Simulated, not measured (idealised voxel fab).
Presented below is a process module, voxel self aligned vias.
Xsec cut, 215 nm wide, square cell size 5 nm.
Cross-section format: a grid of square cells, given as bands from top to bottom; each band is one or more rows of cells. For a band, the entry starts with two heights in nm, that of the top and then that of the bottom, and carries on with the band's materials in order from left to right, each alongside its width in nm; the word "everywhere" beside a single material means it fills the band edge to edge, and "empty" means empty space. Where do heights start? At 0: under that level the wafer as delivered is made of one material only. And the lowest band has no floor; it just carries on downward, as in "0..down". Note: "30->40" means the width goes from the first number (top row of the band) to the second number (bottom row) in equal steps per row of cells. "identical to before", as given for a step, is the statement that not any cell of the cross-section underwent a change during that step. "Enclosed void listing": sealed empty spaces, 8 cells or more, no open way to top, listed width x height at distance, with distance from the left edge and width, height and distance in nm. Step line, after settings: the simulator's comment on this step. overlay nm, on a step with a mask: how far to the right of its planned place the mask lay; to the left if negative.

THE PLANNED PROCESS STEPS ARE ENUMERATED HEREUNDER
1) RECEIVE, material Si
2) CONFORMAL_DEP, material SiO2, thk nm 10
3) CONFORMAL_DEP, material SiCN, thk nm 5
4) DIRECTIONAL_DEP, material lowk, thk nm 25
5) PATTERN, tone open, mask id LINES, material resist, width nm 25, pitch nm 55, thk nm 20, overlay nm 0
6) DIRECTIONAL_ETCH, etch materials lowk, depth nm 25
7) STRIP, etch materials resist
8) CONFORMAL_DEP, material TiN, thk nm 5
9) FILL_DEP, material W, thk nm 10
10) CMP, height nm 40
11) SELECTIVE_ETCH, etch materials W Ru TiN, depth nm 5
12) FILL_DEP, material SiN, thk nm 5
13) CMP, height nm 40
14) DIRECTIONAL_DEP, material lowk, thk nm 20
15) MASKED_ETCH, tone open, mask id VIAS, width nm 35, pitch nm 110, etch materials lowk, depth nm 20, overlay nm 0
16) MASKED_ETCH, tone open, mask id VIAS, width nm 35, pitch nm 110, etch materials SiN, depth nm 5, overlay nm 0
17) CONFORMAL_DEP, material TiN, thk nm 5
18) FILL_DEP, material W, thk nm 10
19) CMP, height nm 60
20) CONFORMAL_DEP, material SiN, thk nm 5

AS RECEIVED (POST STEP 1): CROSS-SECTION
* 0..down = Si everywhere
* Enclosed void listing: none

FIRST WAFER OF TWO, SECTIONED AT END OF MODULE; RUN WENT PER PLAN
* 65..60 = SiN everywhere
* 60..45 = 35 lowk, 5 TiN, 25 W, 5 TiN, 75 lowk, 5 TiN, 25 W, 5 TiN, 35 lowk
* 45..40 = 35 lowk, 10 TiN, 15 W, 10 TiN, 75 lowk, 10 TiN, 15 W, 10 TiN, 35 lowk
* 40..35 = 40 lowk, 25 TiN, 30 lowk, 25 SiN, 30 lowk, 25 TiN, 40 lowk
* 35..20 = 40 lowk, 5 TiN, 15 W, 5 TiN, 30 lowk, 5 TiN, 15 W, 5 TiN, 30 lowk, 5 TiN, 15 W, 5 TiN, 40 lowk
* 20..15 = 40 lowk, 25 TiN, 30 lowk, 25 TiN, 30 lowk, 25 TiN, 40 lowk
* 15..10 = SiCN everywhere
* 10..0 = SiO2 everywhere
* 0..down = Si everywhere
* Enclosed void listing: none

SECOND WAFER CROSS-SECTION AT END OF MODULE - SHARED START AND PLAN WITH THE FIRST, ONE MISTAKE IN THE RUN
* 65..60 = SiN everywhere
* 60..45 = 35 lowk, 5 TiN, 25 W, 5 TiN, 75 lowk, 5 TiN, 25 W, 5 TiN, 35 lowk
* 45..40 = 35 lowk, 35 TiN, 75 lowk, 35 TiN, 35 lowk
* 40..35 = SiCN everywhere
* 35..10 = lowk everywhere
* 10..0 = SiO2 everywhere
* 0..down = Si everywhere
* Enclosed void listing: none
Against the plan, the run slipped here: step 4 occupied the plan position of step 3, and the converse holds as well
Wrapping up, a cell-based count of both wafers puts the second over or under the first for these materials: SiN: 5 fewer; TiN: 37 fewer; W: 33 fewer; lowk: 75 more
